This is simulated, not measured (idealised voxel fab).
Name of the process module below: voxel gate over fins
cross-section cut | 230 nm wide | cells 5 nm
A cross-section is a grid of square cells, given in bands from the top down. A band is one or more rows of cells. Each band's line starts with the height of the band's top and of its bottom, in nm. Then come its materials from left to right, each with its width in nm. One material with "everywhere" fills the band from edge to edge. "air" is empty space. Below 0: as-received wafer, all one material; heights counted from there. Lowest band: no bottom, goes on down, written "0 down". Top row gets the first number, bottom row gets the second, and each row in between changes by the same step: that is how a band width like "30..40" works. You'll sometimes find "remained the same" written for a step, and that's the way of saying that nowhere in the cross-section did a cell change during that step. Under "Catalogued sealed voids" you'll find the enclosed gaps, the ones with no way out to the top, that are 8 cells or bigger; each reads width x height at distance, with distance counted from the left edge, everything in nm. The remark found on a step's line after its settings is issued by the simulator itself and pertains to that step. If you see "overlay nm" on a step's line and that step has a mask, it's telling you how far right of where it was planned the mask ended up; a negative number means it went left instead. Before/after cross-section pairs, one process step each; after shown to lowest changed band; step and settings beneath. Pairs may be from different runs of this module on the same starting wafer; a pair continues from the one above only where its "Status quo ante" entry says so.
# Status quo ante
> 10 to 5: air 60 nm, then TiN 25 nm, then air 15 nm, then TiN 25 nm, then air 15 nm, then TiN 25 nm, then air 65 nm
> 5 to 0: air 60 nm, then TiN 5 nm, then HfO2 15 nm, then TiN 5 nm, then air 15 nm, then TiN 5 nm, then HfO2 15 nm, then TiN 5 nm, then air 15 nm, then TiN 5 nm, then HfO2 15 nm, then TiN 5 nm, then air 65 nm
> 0 to -5: TiN 55 nm, then air 5 nm, then TiN 5 nm, then HfO2 5 nm, then Si 5 nm, then HfO2 5 nm, then TiN 5 nm, then air 15 nm, then TiN 5 nm, then HfO2 5 nm, then Si 5 nm, then HfO2 5 nm, then TiN 5 nm, then air 15 nm, then TiN 5 nm, then HfO2 5 nm, then Si 5 nm, then HfO2 5 nm, then TiN 5 nm, then air 5 nm, then TiN 60 nm
> -5 to -10: HfO2 50 nm, then TiN 5 nm, then air 5 nm, then TiN 5 nm, then HfO2 5 nm, then Si 5 nm, then HfO2 5 nm, then TiN 5 nm, then air 15 nm, then TiN 5 nm, then HfO2 5 nm, then Si 5 nm, then HfO2 5 nm, then TiN 5 nm, then air 15 nm, then TiN 5 nm, then HfO2 5 nm, then Si 5 nm, then HfO2 5 nm, then TiN 5 nm, then air 5 nm, then TiN 5 nm, then HfO2 55 nm
> -10 to -15: SiO2 45 nm, then HfO2 5 nm, then TiN 15 nm, then HfO2 5 nm, then Si 5 nm, then HfO2 5 nm, then TiN 25 nm, then HfO2 5 nm, then Si 5 nm, then HfO2 5 nm, then TiN 25 nm, then HfO2 5 nm, then Si 5 nm, then HfO2 5 nm, then TiN 15 nm, then HfO2 5 nm, then SiO2 50 nm
> -15 to -20: SiO2 45 nm, then HfO2 25 nm, then Si 5 nm, then HfO2 35 nm, then Si 5 nm, then HfO2 35 nm, then Si 5 nm, then HfO2 25 nm, then SiO2 50 nm
> -20 to -45: SiO2 70 nm, then Si 5 nm, then SiO2 35 nm, then Si 5 nm, then SiO2 35 nm, then Si 5 nm, then SiO2 75 nm
> -45 down: Si everywhere
> Catalogued sealed voids: none
# Sectional Result
> 15 to 10: air 55 nm, then TiAl 35 nm, then air 5 nm, then TiAl 35 nm, then air 5 nm, then TiAl 35 nm, then air 60 nm
> 10 to 5: air 55 nm, then TiAl 5 nm, then TiN 25 nm, then TiAl 5 nm, then air 5 nm, then TiAl 5 nm, then TiN 25 nm, then TiAl 5 nm, then air 5 nm, then TiAl 5 nm, then TiN 25 nm, then TiAl 5 nm, then air 60 nm
> 5 to 0: TiAl 60 nm, then TiN 5 nm, then HfO2 15 nm, then TiN 5 nm, then TiAl 5 nm, then air 5 nm, then TiAl 5 nm, then TiN 5 nm, then HfO2 15 nm, then TiN 5 nm, then TiAl 5 nm, then air 5 nm, then TiAl 5 nm, then TiN 5 nm, then HfO2 15 nm, then TiN 5 nm, then TiAl 65 nm
> 0 to -5: TiN 55 nm, then TiAl 5 nm, then TiN 5 nm, then HfO2 5 nm, then Si 5 nm, then HfO2 5 nm, then TiN 5 nm, then TiAl 5 nm, then air 5 nm, then TiAl 5 nm, then TiN 5 nm, then HfO2 5 nm, then Si 5 nm, then HfO2 5 nm, then TiN 5 nm, then TiAl 5 nm, then air 5 nm, then TiAl 5 nm, then TiN 5 nm, then HfO2 5 nm, then Si 5 nm, then HfO2 5 nm, then TiN 5 nm, then TiAl 5 nm, then TiN 60 nm
> -5 to -10: HfO2 50 nm, then TiN 5 nm, then TiAl 5 nm, then TiN 5 nm, then HfO2 5 nm, then Si 5 nm, then HfO2 5 nm, then TiN 5 nm, then TiAl 15 nm, then TiN 5 nm, then HfO2 5 nm, then Si 5 nm, then HfO2 5 nm, then TiN 5 nm, then TiAl 15 nm, then TiN 5 nm, then HfO2 5 nm, then Si 5 nm, then HfO2 5 nm, then TiN 5 nm, then TiAl 5 nm, then TiN 5 nm, then HfO2 55 nm
> Below -10 it's all the same as before, nothing changed down there.
> Catalogued sealed voids: none
Connecting step for the cross-sections above: CONFORMAL_DEP: material TiAl, thk nm 5
Status quo ante: Reference is made to the cross-section shown after the step in the pair directly above, which represents the state prior to this step.
# Sectional Result
> 20 to 15: air 50 nm, then TiN 125 nm, then air 55 nm
> 15 to 10: air 50 nm, then TiN 5 nm, then TiAl 35 nm, then TiN 5 nm, then TiAl 35 nm, then TiN 5 nm, then TiAl 35 nm, then TiN 5 nm, then air 55 nm
> 10 to 5: TiN 55 nm, then TiAl 5 nm, then TiN 25 nm, then TiAl 5 nm, then TiN 5 nm, then TiAl 5 nm, then TiN 25 nm, then TiAl 5 nm, then TiN 5 nm, then TiAl 5 nm, then TiN 25 nm, then TiAl 5 nm, then TiN 60 nm
> 5 to 0: TiAl 60 nm, then TiN 5 nm, then HfO2 15 nm, then TiN 5 nm, then TiAl 5 nm, then TiN 5 nm, then TiAl 5 nm, then TiN 5 nm, then HfO2 15 nm, then TiN 5 nm, then TiAl 5 nm, then TiN 5 nm, then TiAl 5 nm, then TiN 5 nm, then HfO2 15 nm, then TiN 5 nm, then TiAl 65 nm
> 0 to -5: TiN 55 nm, then TiAl 5 nm, then TiN 5 nm, then HfO2 5 nm, then Si 5 nm, then HfO2 5 nm, then TiN 5 nm, then TiAl 5 nm, then TiN 5 nm, then TiAl 5 nm, then TiN 5 nm, then HfO2 5 nm, then Si 5 nm, then HfO2 5 nm, then TiN 5 nm, then TiAl 5 nm, then TiN 5 nm, then TiAl 5 nm, then TiN 5 nm, then HfO2 5 nm, then Si 5 nm, then HfO2 5 nm, then TiN 5 nm, then TiAl 5 nm, then TiN 60 nm
> Below -5 it's all the same as before, nothing changed down there.
> Catalogued sealed voids: none
Connecting step for the cross-sections above: CONFORMAL_DEP: material TiN, thk nm 5
Status quo ante: Reference is made to the cross-section shown after the step in the pair directly above, which represents the state prior to this step.
# Sectional Result
> 30 to 20: W everywhere
> 20 to 15: W 50 nm, then TiN 125 nm, then W 55 nm
> 15 to 10: W 50 nm, then TiN 5 nm, then TiAl 35 nm, then TiN 5 nm, then TiAl 35 nm, then TiN 5 nm, then TiAl 35 nm, then TiN 5 nm, then W 55 nm
> Below 10 it's all the same as before, nothing changed down there.
> Catalogued sealed voids: none
Connecting step for the cross-sections above: FILL_DEP: material W, thk nm 10
Status quo ante: Reference is made to the cross-section shown after the step in the pair directly above, which represents the state prior to this step.
# Sectional Result
> 25 to 20: W everywhere
> Below 20 it's all the same as before, nothing changed down there.
> Catalogued sealed voids: none
Connecting step for the cross-sections above: CMP: height nm 25
Status quo ante: Reference is made to the cross-section shown after the step in the pair directly above, which represents the state prior to this step.
# Sectional Result
> 30 to 25: SiCN everywhere
> Below 25 it's all the same as before, nothing changed down there.
> Catalogued sealed voids: none
Connecting step for the cross-sections above: CONFORMAL_DEP: material SiCN, thk nm 5
# Status quo ante
> 25 to 10: air 65 nm, then resist 15 nm, then air 25 nm, then resist 15 nm, then air 25 nm, then resist 15 nm, then air 70 nm
> 10 to 0: air 65 nm, then SiN 15 nm, then air 25 nm, then SiN 15 nm, then air 25 nm, then SiN 15 nm, then air 70 nm
> 0 down: Si everywhere
> Catalogued sealed voids: none
# Sectional Result
> 25 to 10: air 65 nm, then resist 15 nm, then air 25 nm, then resist 15 nm, then air 25 nm, then resist 15 nm, then air 70 nm
> 10 to 0: air 65 nm, then SiN 15 nm, then air 25 nm, then SiN 15 nm, then air 25 nm, then SiN 15 nm, then air 70 nm
> 0 to -50: air 65 nm, then Si 15 nm, then air 25 nm, then Si 15 nm, then air 25 nm, then Si 15 nm, then air 70 nm
> Below -50 it's all the same as before, nothing changed down there.
> Catalogued sealed voids: none
Connecting step for the cross-sections above: DIRECTIONAL_ETCH: etch materials Si, depth nm 50
Status quo ante: Reference is made to the cross-section shown after the step in the pair directly above, which represents the state prior to this step.
# Sectional Result
> 10 to 0: air 65 nm, then SiN 15 nm, then air 25 nm, then SiN 15 nm, then air 25 nm, then SiN 15 nm, then air 70 nm
> Below 0 it's all the same as before, nothing changed down there.
> Catalogued sealed voids: none
Connecting step for the cross-sections above: STRIP: etch materials resist
Status quo ante: Reference is made to the cross-section shown after the step in the pair directly above, which represents the state prior to this step.
# Sectional Result
> 10 to 0: air 65 nm, then SiN 15 nm, then air 25 nm, then SiN 15 nm, then air 25 nm, then SiN 15 nm, then air 70 nm
> 0 to -50: air 65 nm, then SiO2 5 nm, then Si 5 nm, then SiO2 5 nm, then air 25 nm, then SiO2 5 nm, then Si 5 nm, then SiO2 5 nm, then air 25 nm, then SiO2 5 nm, then Si 5 nm, then SiO2 5 nm, then air 70 nm
> -50 to -55: SiO2 70 nm, then Si 5 nm, then SiO2 35 nm, then Si 5 nm, then SiO2 35 nm, then Si 5 nm, then SiO2 75 nm
> Below -55 it's all the same as before, nothing changed down there.
> Catalogued sealed voids: none
Connecting step for the cross-sections above: OXIDIZE: depth nm 5
Status quo ante: Reference is made to the cross-section shown after the step in the pair directly above, which represents the state prior to this step.
# Sectional Result
> 25 to 10: SiO2 everywhere
> 10 to 0: SiO2 65 nm, then SiN 15 nm, then SiO2 25 nm, then SiN 15 nm, then SiO2 25 nm, then SiN 15 nm, then SiO2 70 nm
> 0 to -55: SiO2 70 nm, then Si 5 nm, then SiO2 35 nm, then Si 5 nm, then SiO2 35 nm, then Si 5 nm, then SiO2 75 nm
> Below -55 it's all the same as before, nothing changed down there.
> Catalogued sealed voids: none
Connecting step for the cross-sections above: FILL_DEP: material SiO2, thk nm 15
Status quo ante: Reference is made to the cross-section shown after the step in the pair directly above, which represents the state prior to this step.
# Sectional Result
> 10 to 0: SiO2 65 nm, then SiN 15 nm, then SiO2 25 nm, then SiN 15 nm, then SiO2 25 nm, then SiN 15 nm, then SiO2 70 nm
> Below 0 it's all the same as before, nothing changed down there.
> Catalogued sealed voids: none
Connecting step for the cross-sections above: CMP: height nm 10
Status quo ante: Reference is made to the cross-section shown after the step in the pair directly above, which represents the state prior to this step.
# Sectional Result
> 10 to 0: air 65 nm, then SiN 15 nm, then air 25 nm, then SiN 15 nm, then air 25 nm, then SiN 15 nm, then air 70 nm
> 0 to -10: air 70 nm, then Si 5 nm, then air 35 nm, then Si 5 nm, then air 35 nm, then Si 5 nm, then air 75 nm
> Below -10 it's all the same as before, nothing changed down there.
> Catalogued sealed voids: none
Connecting step for the cross-sections above: SELECTIVE_ETCH: etch materials SiO2, depth nm 20
Status quo ante: Reference is made to the cross-section shown after the step in the pair directly above, which represents the state prior to this step.
# Sectional Result
> 0 to -10: air 70 nm, then Si 5 nm, then air 35 nm, then Si 5 nm, then air 35 nm, then Si 5 nm, then air 75 nm
> Below -10 it's all the same as before, nothing changed down there.
> Catalogued sealed voids: none
Connecting step for the cross-sections above: STRIP: etch materials SiN
Status quo ante: Reference is made to the cross-section shown after the step in the pair directly above, which represents the state prior to this step.
# Sectional Result
> 5 to 0: air 65 nm, then HfO2 15 nm, then air 25 nm, then HfO2 15 nm, then air 25 nm, then HfO2 15 nm, then air 70 nm
> 0 to -5: air 65 nm, then HfO2 5 nm, then Si 5 nm, then HfO2 5 nm, then air 25 nm, then HfO2 5 nm, then Si 5 nm, then HfO2 5 nm, then air 25 nm, then HfO2 5 nm, then Si 5 nm, then HfO2 5 nm, then air 70 nm
> -5 to -10: HfO2 70 nm, then Si 5 nm, then HfO2 35 nm, then Si 5 nm, then HfO2 35 nm, then Si 5 nm, then HfO2 75 nm
> Below -10 it's all the same as before, nothing changed down there.
> Catalogued sealed voids: none
Connecting step for the cross-sections above: CONFORMAL_DEP: material HfO2, thk nm 5
Status quo ante: Reference is made to the cross-section shown after the step in the pair directly above, which represents the state prior to this step.
# Sectional Result
> 10 to 5: air 60 nm, then TiN 25 nm, then air 15 nm, then TiN 25 nm, then air 15 nm, then TiN 25 nm, then air 65 nm
> 5 to 0: air 60 nm, then TiN 5 nm, then HfO2 15 nm, then TiN 5 nm, then air 15 nm, then TiN 5 nm, then HfO2 15 nm, then TiN 5 nm, then air 15 nm, then TiN 5 nm, then HfO2 15 nm, then TiN 5 nm, then air 65 nm
> 0 to -5: TiN 65 nm, then HfO2 5 nm, then Si 5 nm, then HfO2 5 nm, then TiN 25 nm, then HfO2 5 nm, then Si 5 nm, then HfO2 5 nm, then TiN 25 nm, then HfO2 5 nm, then Si 5 nm, then HfO2 5 nm, then TiN 70 nm
> Below -5 it's all the same as before, nothing changed down there.
> Catalogued sealed voids: none
Connecting step for the cross-sections above: CONFORMAL_DEP: material TiN, thk nm 5
Status quo ante: Reference is made to the cross-section shown after the step in the pair directly above, which represents the state prior to this step.
# Sectional Result
> 15 to 10: air 55 nm, then TiAl 35 nm, then air 5 nm, then TiAl 35 nm, then air 5 nm, then TiAl 35 nm, then air 60 nm
> 10 to 5: air 55 nm, then TiAl 5 nm, then TiN 25 nm, then TiAl 5 nm, then air 5 nm, then TiAl 5 nm, then TiN 25 nm, then TiAl 5 nm, then air 5 nm, then TiAl 5 nm, then TiN 25 nm, then TiAl 5 nm, then air 60 nm
> 5 to 0: TiAl 60 nm, then TiN 5 nm, then HfO2 15 nm, then TiN 5 nm, then TiAl 15 nm, then TiN 5 nm, then HfO2 15 nm, then TiN 5 nm, then TiAl 15 nm, then TiN 5 nm, then HfO2 15 nm, then TiN 5 nm, then TiAl 65 nm
> Below 0 it's all the same as before, nothing changed down there.
> Catalogued sealed voids: none
Connecting step for the cross-sections above: CONFORMAL_DEP: material TiAl, thk nm 5
Status quo ante: Reference is made to the cross-section shown after the step in the pair directly above, which represents the state prior to this step.
# Sectional Result
> 20 to 15: air 50 nm, then TiN 125 nm, then air 55 nm
> 15 to 10: air 50 nm, then TiN 5 nm, then TiAl 35 nm, then TiN 5 nm, then TiAl 35 nm, then TiN 5 nm, then TiAl 35 nm, then TiN 5 nm, then air 55 nm
> 10 to 5: TiN 55 nm, then TiAl 5 nm, then TiN 25 nm, then TiAl 5 nm, then TiN 5 nm, then TiAl 5 nm, then TiN 25 nm, then TiAl 5 nm, then TiN 5 nm, then TiAl 5 nm, then TiN 25 nm, then TiAl 5 nm, then TiN 60 nm
> Below 5 it's all the same as before, nothing changed down there.
> Catalogued sealed voids: none
Connecting step for the cross-sections above: CONFORMAL_DEP: material TiN, thk nm 5
Status quo ante: Reference is made to the cross-section shown after the step in the pair directly above, which represents the state prior to this step.
# Sectional Result
> 30 to 20: W everywhere
> 20 to 15: W 50 nm, then TiN 125 nm, then W 55 nm
> 15 to 10: W 50 nm, then TiN 5 nm, then TiAl 35 nm, then TiN 5 nm, then TiAl 35 nm, then TiN 5 nm, then TiAl 35 nm, then TiN 5 nm, then W 55 nm
> Below 10 it's all the same as before, nothing changed down there.
> Catalogued sealed voids: none
Connecting step for the cross-sections above: FILL_DEP: material W, thk nm 10
Status quo ante: Reference is made to the cross-section shown after the step in the pair directly above, which represents the state prior to this step.
# Sectional Result
> 25 to 20: W everywhere
> Below 20 it's all the same as before, nothing changed down there.
> Catalogued sealed voids: none
Connecting step for the cross-sections above: CMP: height nm 25
Status quo ante: Reference is made to the cross-section shown after the step in the pair directly above, which represents the state prior to this step.
# Sectional Result
> 30 to 25: SiCN everywhere
> Below 25 it's all the same as before, nothing changed down there.
> Catalogued sealed voids: none
Connecting step for the cross-sections above: CONFORMAL_DEP: material SiCN, thk nm 5
# Status quo ante
> 10 to 0: SiN everywhere
> 0 down: Si everywhere
> Catalogued sealed voids: none
# Sectional Result
> 25 to 10: air 60 nm, then resist 25 nm, then air 15 nm, then resist 25 nm, then air 15 nm, then resist 25 nm, then air 65 nm
> Below 10 it's all the same as before, nothing changed down there.
> Catalogued sealed voids: none
Connecting step for the cross-sections above: PATTERN: tone cover, mask id FINS, material resist, width nm 25, pitch nm 40, thk nm 15, overlay nm 0
Status quo ante: Reference is made to the cross-section shown after the step in the pair directly above, which represents the state prior to this step.
# Sectional Result
> 25 to 10: air 60 nm, then resist 25 nm, then air 15 nm, then resist 25 nm, then air 15 nm, then resist 25 nm, then air 65 nm
> 10 to 0: air 60 nm, then SiN 25 nm, then air 15 nm, then SiN 25 nm, then air 15 nm, then SiN 25 nm, then air 65 nm
> Below 0 it's all the same as before, nothing changed down there.
> Catalogued sealed voids: none
Connecting step for the cross-sections above: DIRECTIONAL_ETCH: etch materials SiN, depth nm 10
Status quo ante: Reference is made to the cross-section shown after the step in the pair directly above, which represents the state prior to this step.
# Sectional Result
> 25 to 10: air 60 nm, then resist 25 nm, then air 15 nm, then resist 25 nm, then air 15 nm, then resist 25 nm, then air 65 nm
> 10 to 0: air 60 nm, then SiN 25 nm, then air 15 nm, then SiN 25 nm, then air 15 nm, then SiN 25 nm, then air 65 nm
> 0 to -40: air 60 nm, then Si 25 nm, then air 15 nm, then Si 25 nm, then air 15 nm, then Si 25 nm, then air 65 nm
> Below -40 it's all the same as before, nothing changed down there.
> Catalogued sealed voids: none
Connecting step for the cross-sections above: DIRECTIONAL_ETCH: etch materials Si, depth nm 40
Status quo ante: Reference is made to the cross-section shown after the step in the pair directly above, which represents the state prior to this step.
# Sectional Result
> 10 to 0: air 60 nm, then SiN 25 nm, then air 15 nm, then SiN 25 nm, then air 15 nm, then SiN 25 nm, then air 65 nm
> Below 0 it's all the same as before, nothing changed down there.
> Catalogued sealed voids: none
Connecting step for the cross-sections above: STRIP: etch materials resist
Status quo ante: Reference is made to the cross-section shown after the step in the pair directly above, which represents the state prior to this step.
# Sectional Result
> 10 to 0: air 60 nm, then SiN 25 nm, then air 15 nm, then SiN 25 nm, then air 15 nm, then SiN 25 nm, then air 65 nm
> 0 to -40: air 60 nm, then SiO2 5 nm, then Si 15 nm, then SiO2 5 nm, then air 15 nm, then SiO2 5 nm, then Si 15 nm, then SiO2 5 nm, then air 15 nm, then SiO2 5 nm, then Si 15 nm, then SiO2 5 nm, then air 65 nm
> -40 to -45: SiO2 65 nm, then Si 15 nm, then SiO2 25 nm, then Si 15 nm, then SiO2 25 nm, then Si 15 nm, then SiO2 70 nm
> Below -45 it's all the same as before, nothing changed down there.
> Catalogued sealed voids: none
Connecting step for the cross-sections above: OXIDIZE: depth nm 5
Status quo ante: Reference is made to the cross-section shown after the step in the pair directly above, which represents the state prior to this step.
# Sectional Result
> 25 to 10: SiO2 everywhere
> 10 to 0: SiO2 60 nm, then SiN 25 nm, then SiO2 15 nm, then SiN 25 nm, then SiO2 15 nm, then SiN 25 nm, then SiO2 65 nm
> 0 to -45: SiO2 65 nm, then Si 15 nm, then SiO2 25 nm, then Si 15 nm, then SiO2 25 nm, then Si 15 nm, then SiO2 70 nm
> Below -45 it's all the same as before, nothing changed down there.
> Catalogued sealed voids: none
Connecting step for the cross-sections above: FILL_DEP: material SiO2, thk nm 15
Status quo ante: Reference is made to the cross-section shown after the step in the pair directly above, which represents the state prior to this step.
# Sectional Result
> 10 to 0: SiO2 60 nm, then SiN 25 nm, then SiO2 15 nm, then SiN 25 nm, then SiO2 15 nm, then SiN 25 nm, then SiO2 65 nm
> Below 0 it's all the same as before, nothing changed down there.
> Catalogued sealed voids: none
Connecting step for the cross-sections above: CMP: height nm 10
Status quo ante: Reference is made to the cross-section shown after the step in the pair directly above, which represents the state prior to this step.
# Sectional Result
> 10 to 0: air 60 nm, then SiN 25 nm, then air 15 nm, then SiN 25 nm, then air 15 nm, then SiN 25 nm, then air 65 nm
> 0 to -10: air 65 nm, then Si 15 nm, then air 25 nm, then Si 15 nm, then air 25 nm, then Si 15 nm, then air 70 nm
> Below -10 it's all the same as before, nothing changed down there.
> Catalogued sealed voids: none
Connecting step for the cross-sections above: SELECTIVE_ETCH: etch materials SiO2, depth nm 20
Status quo ante: Reference is made to the cross-section shown after the step in the pair directly above, which represents the state prior to this step.
# Sectional Result
> 0 to -10: air 65 nm, then Si 15 nm, then air 25 nm, then Si 15 nm, then air 25 nm, then Si 15 nm, then air 70 nm
> Below -10 it's all the same as before, nothing changed down there.
> Catalogued sealed voids: none
Connecting step for the cross-sections above: STRIP: etch materials SiN
Status quo ante: Reference is made to the cross-section shown after the step in the pair directly above, which represents the state prior to this step.
# Sectional Result
> 5 to 0: air 60 nm, then HfO2 25 nm, then air 15 nm, then HfO2 25 nm, then air 15 nm, then HfO2 25 nm, then air 65 nm
> 0 to -5: air 60 nm, then HfO2 5 nm, then Si 15 nm, then HfO2 5 nm, then air 15 nm, then HfO2 5 nm, then Si 15 nm, then HfO2 5 nm, then air 15 nm, then HfO2 5 nm, then Si 15 nm, then HfO2 5 nm, then air 65 nm
> -5 to -10: HfO2 65 nm, then Si 15 nm, then HfO2 25 nm, then Si 15 nm, then HfO2 25 nm, then Si 15 nm, then HfO2 70 nm
> Below -10 it's all the same as before, nothing changed down there.
> Catalogued sealed voids: none
Connecting step for the cross-sections above: CONFORMAL_DEP: material HfO2, thk nm 5
Status quo ante: Reference is made to the cross-section shown after the step in the pair directly above, which represents the state prior to this step.
# Sectional Result
> 10 to 5: air 55 nm, then TiN 35 nm, then air 5 nm, then TiN 35 nm, then air 5 nm, then TiN 35 nm, then air 60 nm
> 5 to 0: air 55 nm, then TiN 5 nm, then HfO2 25 nm, then TiN 5 nm, then air 5 nm, then TiN 5 nm, then HfO2 25 nm, then TiN 5 nm, then air 5 nm, then TiN 5 nm, then HfO2 25 nm, then TiN 5 nm, then air 60 nm
> 0 to -5: TiN 60 nm, then HfO2 5 nm, then Si 15 nm, then HfO2 5 nm, then TiN 15 nm, then HfO2 5 nm, then Si 15 nm, then HfO2 5 nm, then TiN 15 nm, then HfO2 5 nm, then Si 15 nm, then HfO2 5 nm, then TiN 65 nm
> Below -5 it's all the same as before, nothing changed down there.
> Catalogued sealed voids: none
Connecting step for the cross-sections above: CONFORMAL_DEP: material TiN, thk nm 5
Status quo ante: Reference is made to the cross-section shown after the step in the pair directly above, which represents the state prior to this step.
# Sectional Result
> 15 to 10: air 50 nm, then TiAl 125 nm, then air 55 nm
> 10 to 5: air 50 nm, then TiAl 5 nm, then TiN 35 nm, then TiAl 5 nm, then TiN 35 nm, then TiAl 5 nm, then TiN 35 nm, then TiAl 5 nm, then air 55 nm
> 5 to 0: TiAl 55 nm, then TiN 5 nm, then HfO2 25 nm, then TiN 5 nm, then TiAl 5 nm, then TiN 5 nm, then HfO2 25 nm, then TiN 5 nm, then TiAl 5 nm, then TiN 5 nm, then HfO2 25 nm, then TiN 5 nm, then TiAl 60 nm
> Below 0 it's all the same as before, nothing changed down there.
> Catalogued sealed voids: none
Connecting step for the cross-sections above: CONFORMAL_DEP: material TiAl, thk nm 5
Status quo ante: Reference is made to the cross-section shown after the step in the pair directly above, which represents the state prior to this step.
# Sectional Result
> 20 to 15: air 45 nm, then TiN 135 nm, then air 50 nm
> 15 to 10: air 45 nm, then TiN 5 nm, then TiAl 125 nm, then TiN 5 nm, then air 50 nm
> 10 to 5: TiN 50 nm, then TiAl 5 nm, then TiN 35 nm, then TiAl 5 nm, then TiN 35 nm, then TiAl 5 nm, then TiN 35 nm, then TiAl 5 nm, then TiN 55 nm
> Below 5 it's all the same as before, nothing changed down there.
> Catalogued sealed voids: none
Connecting step for the cross-sections above: CONFORMAL_DEP: material TiN, thk nm 5
Status quo ante: Reference is made to the cross-section shown after the step in the pair directly above, which represents the state prior to this step.
# Sectional Result
> 30 to 20: W everywhere
> 20 to 15: W 45 nm, then TiN 135 nm, then W 50 nm
> 15 to 10: W 45 nm, then TiN 5 nm, then TiAl 125 nm, then TiN 5 nm, then W 50 nm
> Below 10 it's all the same as before, nothing changed down there.
> Catalogued sealed voids: none
Connecting step for the cross-sections above: FILL_DEP: material W, thk nm 10
Status quo ante: Reference is made to the cross-section shown after the step in the pair directly above, which represents the state prior to this step.
# Sectional Result
> 25 to 20: W everywhere
> Below 20 it's all the same as before, nothing changed down there.
> Catalogued sealed voids: none
Connecting step for the cross-sections above: CMP: height nm 25
Status quo ante: Reference is made to the cross-section shown after the step in the pair directly above, which represents the state prior to this step.
# Sectional Result
> 30 to 25: SiCN everywhere
> Below 25 it's all the same as before, nothing changed down there.
> Catalogued sealed voids: none
Connecting step for the cross-sections above: CONFORMAL_DEP: material SiCN, thk nm 5
# Status quo ante
> 10 to 0: SiN everywhere
> 0 down: Si everywhere
> Catalogued sealed voids: none
# Sectional Result
> 25 to 10: air 55 nm, then resist 15 nm, then air 25 nm, then resist 15 nm, then air 25 nm, then resist 15 nm, then air 80 nm
> Below 10 it's all the same as before, nothing changed down there.
> Catalogued sealed voids: none
Connecting step for the cross-sections above: PATTERN: tone cover, mask id FINS, material resist, width nm 15, pitch nm 40, thk nm 15, overlay nm -10
Status quo ante: Reference is made to the cross-section shown after the step in the pair directly above, which represents the state prior to this step.
# Sectional Result
> 25 to 10: air 55 nm, then resist 15 nm, then air 25 nm, then resist 15 nm, then air 25 nm, then resist 15 nm, then air 80 nm
> 10 to 0: air 55 nm, then SiN 15 nm, then air 25 nm, then SiN 15 nm, then air 25 nm, then SiN 15 nm, then air 80 nm
> Below 0 it's all the same as before, nothing changed down there.
> Catalogued sealed voids: none
Connecting step for the cross-sections above: DIRECTIONAL_ETCH: etch materials SiN, depth nm 10
Status quo ante: Reference is made to the cross-section shown after the step in the pair directly above, which represents the state prior to this step.
# Sectional Result
> 25 to 10: air 55 nm, then resist 15 nm, then air 25 nm, then resist 15 nm, then air 25 nm, then resist 15 nm, then air 80 nm
> 10 to 0: air 55 nm, then SiN 15 nm, then air 25 nm, then SiN 15 nm, then air 25 nm, then SiN 15 nm, then air 80 nm
> 0 to -40: air 55 nm, then Si 15 nm, then air 25 nm, then Si 15 nm, then air 25 nm, then Si 15 nm, then air 80 nm
> Below -40 it's all the same as before, nothing changed down there.
> Catalogued sealed voids: none
Connecting step for the cross-sections above: DIRECTIONAL_ETCH: etch materials Si, depth nm 40
Status quo ante: Reference is made to the cross-section shown after the step in the pair directly above, which represents the state prior to this step.
# Sectional Result
> 10 to 0: air 55 nm, then SiN 15 nm, then air 25 nm, then SiN 15 nm, then air 25 nm, then SiN 15 nm, then air 80 nm
> Below 0 it's all the same as before, nothing changed down there.
> Catalogued sealed voids: none
Connecting step for the cross-sections above: STRIP: etch materials resist
Status quo ante: Reference is made to the cross-section shown after the step in the pair directly above, which represents the state prior to this step.
# Sectional Result
> 10 to 0: air 55 nm, then SiN 15 nm, then air 25 nm, then SiN 15 nm, then air 25 nm, then SiN 15 nm, then air 80 nm
> 0 to -40: air 55 nm, then SiO2 5 nm, then Si 5 nm, then SiO2 5 nm, then air 25 nm, then SiO2 5 nm, then Si 5 nm, then SiO2 5 nm, then air 25 nm, then SiO2 5 nm, then Si 5 nm, then SiO2 5 nm, then air 80 nm
> -40 to -45: SiO2 60 nm, then Si 5 nm, then SiO2 35 nm, then Si 5 nm, then SiO2 35 nm, then Si 5 nm, then SiO2 85 nm
> Below -45 it's all the same as before, nothing changed down there.
> Catalogued sealed voids: none
Connecting step for the cross-sections above: OXIDIZE: depth nm 5
Status quo ante: Reference is made to the cross-section shown after the step in the pair directly above, which represents the state prior to this step.
# Sectional Result
> 25 to 10: SiO2 everywhere
> 10 to 0: SiO2 55 nm, then SiN 15 nm, then SiO2 25 nm, then SiN 15 nm, then SiO2 25 nm, then SiN 15 nm, then SiO2 80 nm
> 0 to -45: SiO2 60 nm, then Si 5 nm, then SiO2 35 nm, then Si 5 nm, then SiO2 35 nm, then Si 5 nm, then SiO2 85 nm
> Below -45 it's all the same as before, nothing changed down there.
> Catalogued sealed voids: none
Connecting step for the cross-sections above: FILL_DEP: material SiO2, thk nm 15
Status quo ante: Reference is made to the cross-section shown after the step in the pair directly above, which represents the state prior to this step.
# Sectional Result
> 10 to 0: SiO2 55 nm, then SiN 15 nm, then SiO2 25 nm, then SiN 15 nm, then SiO2 25 nm, then SiN 15 nm, then SiO2 80 nm
> Below 0 it's all the same as before, nothing changed down there.
> Catalogued sealed voids: none
Connecting step for the cross-sections above: CMP: height nm 10
Status quo ante: Reference is made to the cross-section shown after the step in the pair directly above, which represents the state prior to this step.
# Sectional Result
> 10 to 0: air 55 nm, then SiN 15 nm, then air 25 nm, then SiN 15 nm, then air 25 nm, then SiN 15 nm, then air 80 nm
> 0 to -10: air 60 nm, then Si 5 nm, then air 35 nm, then Si 5 nm, then air 35 nm, then Si 5 nm, then air 85 nm
> Below -10 it's all the same as before, nothing changed down there.
> Catalogued sealed voids: none
Connecting step for the cross-sections above: SELECTIVE_ETCH: etch materials SiO2, depth nm 20
Status quo ante: Reference is made to the cross-section shown after the step in the pair directly above, which represents the state prior to this step.
# Sectional Result
> 0 to -10: air 60 nm, then Si 5 nm, then air 35 nm, then Si 5 nm, then air 35 nm, then Si 5 nm, then air 85 nm
> Below -10 it's all the same as before, nothing changed down there.
> Catalogued sealed voids: none
Connecting step for the cross-sections above: STRIP: etch materials SiN
